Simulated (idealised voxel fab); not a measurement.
process module | voxel self aligned vias
cross-section cut | 245 nm wide | cells 5 nm
A cross-section is a grid of square cells, given in bands from the top down. A band is one or more rows of cells.
Each band's line starts with the height of the band's top and of its bottom, in nm. Then come its materials from left to right, each with its width in nm. One material with "throughout" fills the band from edge to edge. "air" is empty space.
Height 0 is the level under which the wafer as received is all one material. The lowest band goes on downwards, as in "0 down".
A width such as "30 to 40" changes by the same amount from each row of cells to the next, from the band's top row to its bottom row.
"no change" after a step means that no cell of the cross-section changed.
closed voids: empty space of 8 cells or more with no open way to the top, each as width x height at its distance from the left edge, in nm
after a step's settings: what the simulator itself notes on the step
overlay nm, on a step with a mask: how far to the right of its planned place the mask lay; to the left if negative
plan
1 op RECEIVE | material Si
2 op CONFORMAL_DEP | material SiO2 | thk nm 10
3 op CONFORMAL_DEP | material SiCN | thk nm 5
4 op DIRECTIONAL_DEP | material lowk | thk nm 25
5 op MASKED_ETCH | tone open | mask id LINES | width nm 25 | pitch nm 60 | etch materials lowk | depth nm 25 | overlay nm 0
6 op CONFORMAL_DEP | material TiN | thk nm 5
7 op FILL_DEP | material W | thk nm 5
8 op CMP | height nm 40
9 op SELECTIVE_ETCH | etch materials W Ru TiN | depth nm 10
10 op FILL_DEP | material SiN | thk nm 5
11 op CMP | height nm 40
12 op DIRECTIONAL_DEP | material lowk | thk nm 20
13 op PATTERN | tone open | mask id VIAS | material resist | width nm 45 | pitch nm 60 | thk nm 20 | overlay nm 0
14 op DIRECTIONAL_ETCH | etch materials lowk | depth nm 20
15 op DIRECTIONAL_ETCH | etch materials SiN | depth nm 10
16 op STRIP | etch materials resist
17 op CONFORMAL_DEP | material TiN | thk nm 5
18 op FILL_DEP | material Ru | thk nm 5
19 op CMP | height nm 60
20 op CONFORMAL_DEP | material SiN | thk nm 5
first wafer, as planned
as received, after step 1
  0 down: Si throughout
  closed voids: none
after step 2
  10 to 0: SiO2 throughout
  below 0: unchanged
after step 3
  15 to 10: SiCN throughout
  below 10: unchanged
after step 4
  40 to 15: lowk throughout
  below 15: unchanged
after step 5
  40 to 15: lowk 80 | air 25 | lowk 35 | air 25 | lowk 80
  below 15: unchanged
after step 6
  45 to 40: TiN 85 | air 15 | TiN 45 | air 15 | TiN 85
  40 to 20: lowk 80 | TiN 5 | air 15 | TiN 5 | lowk 35 | TiN 5 | air 15 | TiN 5 | lowk 80
  20 to 15: lowk 80 | TiN 25 | lowk 35 | TiN 25 | lowk 80
  below 15: unchanged
after step 7
  50 to 45: W throughout
  45 to 40: TiN 85 | W 15 | TiN 45 | W 15 | TiN 85
  40 to 20: lowk 80 | TiN 5 | W 15 | TiN 5 | lowk 35 | TiN 5 | W 15 | TiN 5 | lowk 80
  below 20: unchanged
after step 8
  40 to 20: lowk 80 | TiN 5 | W 15 | TiN 5 | lowk 35 | TiN 5 | W 15 | TiN 5 | lowk 80
  below 20: unchanged
after step 9
  40 to 30: lowk 80 | air 25 | lowk 35 | air 25 | lowk 80
  below 30: unchanged
after step 10
  45 to 40: SiN throughout
  40 to 30: lowk 80 | SiN 25 | lowk 35 | SiN 25 | lowk 80
  below 30: unchanged
after step 11
  40 to 30: lowk 80 | SiN 25 | lowk 35 | SiN 25 | lowk 80
  below 30: unchanged
after step 12
  60 to 40: lowk throughout
  below 40: unchanged
after step 13
  80 to 60: resist 70 | air 45 | resist 15 | air 45 | resist 70
  below 60: unchanged
after step 14
  80 to 60: resist 70 | air 45 | resist 15 | air 45 | resist 70
  60 to 40: lowk 70 | air 45 | lowk 15 | air 45 | lowk 70
  below 40: unchanged
after step 15
  80 to 60: resist 70 | air 45 | resist 15 | air 45 | resist 70
  60 to 40: lowk 70 | air 45 | lowk 15 | air 45 | lowk 70
  40 to 30: lowk 80 | air 25 | lowk 35 | air 25 | lowk 80
  below 30: unchanged
after step 16
  60 to 40: lowk 70 | air 45 | lowk 15 | air 45 | lowk 70
  below 40: unchanged
after step 17
  65 to 60: TiN 75 | air 35 | TiN 25 | air 35 | TiN 75
  60 to 45: lowk 70 | TiN 5 | air 35 | TiN 5 | lowk 15 | TiN 5 | air 35 | TiN 5 | lowk 70
  45 to 35: lowk 70 to 80 | TiN 15 to 5 | air 15 | TiN 15 to 5 | lowk 15 to 35 | TiN 15 to 5 | air 15 | TiN 15 to 5 | lowk 70 to 80
  35 to 30: lowk 80 | TiN 25 | lowk 35 | TiN 25 | lowk 80
  below 30: unchanged
after step 18
  70 to 65: Ru throughout
  65 to 60: TiN 75 | Ru 35 | TiN 25 | Ru 35 | TiN 75
  60 to 45: lowk 70 | TiN 5 | Ru 35 | TiN 5 | lowk 15 | TiN 5 | Ru 35 | TiN 5 | lowk 70
  45 to 35: lowk 70 to 80 | TiN 15 to 5 | Ru 15 | TiN 15 to 5 | lowk 15 to 35 | TiN 15 to 5 | Ru 15 | TiN 15 to 5 | lowk 70 to 80
  below 35: unchanged
after step 19
  60 to 45: lowk 70 | TiN 5 | Ru 35 | TiN 5 | lowk 15 | TiN 5 | Ru 35 | TiN 5 | lowk 70
  below 45: unchanged
after step 20
  65 to 60: SiN throughout
  below 60: unchanged
second wafer: like start, like plan, one mistake. Through step 4 it matches the first wafer
when step 5 should have ended
  40 to 15: lowk 85 | air 15 | lowk 45 | air 15 | lowk 85
  below 15: unchanged
when step 6 should have ended
  45 to 40: TiN 90 | air 5 | TiN 55 | air 5 | TiN 90
  40 to 20: lowk 85 | TiN 5 | air 5 | TiN 5 | lowk 45 | TiN 5 | air 5 | TiN 5 | lowk 85
  20 to 15: lowk 85 | TiN 15 | lowk 45 | TiN 15 | lowk 85
  below 15: unchanged
when step 7 should have ended
  50 to 45: W throughout
  45 to 40: TiN 90 | W 5 | TiN 55 | W 5 | TiN 90
  40 to 20: lowk 85 | TiN 5 | W 5 | TiN 5 | lowk 45 | TiN 5 | W 5 | TiN 5 | lowk 85
  below 20: unchanged
when step 8 should have ended
  40 to 20: lowk 85 | TiN 5 | W 5 | TiN 5 | lowk 45 | TiN 5 | W 5 | TiN 5 | lowk 85
  below 20: unchanged
when step 9 should have ended
  40 to 30: lowk 85 | air 15 | lowk 45 | air 15 | lowk 85
  below 30: unchanged
when step 10 should have ended
  45 to 40: SiN throughout
  40 to 30: lowk 85 | SiN 15 | lowk 45 | SiN 15 | lowk 85
  below 30: unchanged
when step 11 should have ended
  40 to 30: lowk 85 | SiN 15 | lowk 45 | SiN 15 | lowk 85
  below 30: unchanged
when step 12 should have ended
  60 to 40: lowk throughout
  below 40: unchanged
when step 13 should have ended
  80 to 60: resist 70 | air 45 | resist 15 | air 45 | resist 70
  below 60: unchanged
when step 14 should have ended
  80 to 60: resist 70 | air 45 | resist 15 | air 45 | resist 70
  60 to 40: lowk 70 | air 45 | lowk 15 | air 45 | lowk 70
  below 40: unchanged
when step 15 should have ended
  80 to 60: resist 70 | air 45 | resist 15 | air 45 | resist 70
  60 to 40: lowk 70 | air 45 | lowk 15 | air 45 | lowk 70
  40 to 30: lowk 85 | air 15 | lowk 45 | air 15 | lowk 85
  below 30: unchanged
when step 16 should have ended
  60 to 40: lowk 70 | air 45 | lowk 15 | air 45 | lowk 70
  below 40: unchanged
when step 17 should have ended
  65 to 60: TiN 75 | air 35 | TiN 25 | air 35 | TiN 75
  60 to 45: lowk 70 | TiN 5 | air 35 | TiN 5 | lowk 15 | TiN 5 | air 35 | TiN 5 | lowk 70
  45 to 35: lowk 70 to 85 | TiN 20 to 5 | air 5 | TiN 20 to 5 | lowk 15 to 45 | TiN 20 to 5 | air 5 | TiN 20 to 5 | lowk 70 to 85
  35 to 30: lowk 85 | TiN 15 | lowk 45 | TiN 15 | lowk 85
  below 30: unchanged
when step 18 should have ended
  70 to 65: Ru throughout
  65 to 60: TiN 75 | Ru 35 | TiN 25 | Ru 35 | TiN 75
  60 to 45: lowk 70 | TiN 5 | Ru 35 | TiN 5 | lowk 15 | TiN 5 | Ru 35 | TiN 5 | lowk 70
  45 to 35: lowk 70 to 85 | TiN 20 to 5 | Ru 5 | TiN 20 to 5 | lowk 15 to 45 | TiN 20 to 5 | Ru 5 | TiN 20 to 5 | lowk 70 to 85
  below 35: unchanged
when step 19 should have ended
  60 to 45: lowk 70 | TiN 5 | Ru 35 | TiN 5 | lowk 15 | TiN 5 | Ru 35 | TiN 5 | lowk 70
  below 45: unchanged
when step 20 should have ended
  65 to 60: SiN throughout
  below 60: unchanged
what went wrong: step 5 ran as: op MASKED_ETCH | tone open | mask id LINES | width nm 15 | pitch nm 60 | etch materials lowk | depth nm 25 | overlay nm 0
at the end the second wafer has, in cells: 8 fewer of Ru | 4 fewer of TiN | 8 fewer of W | 20 more of lowk
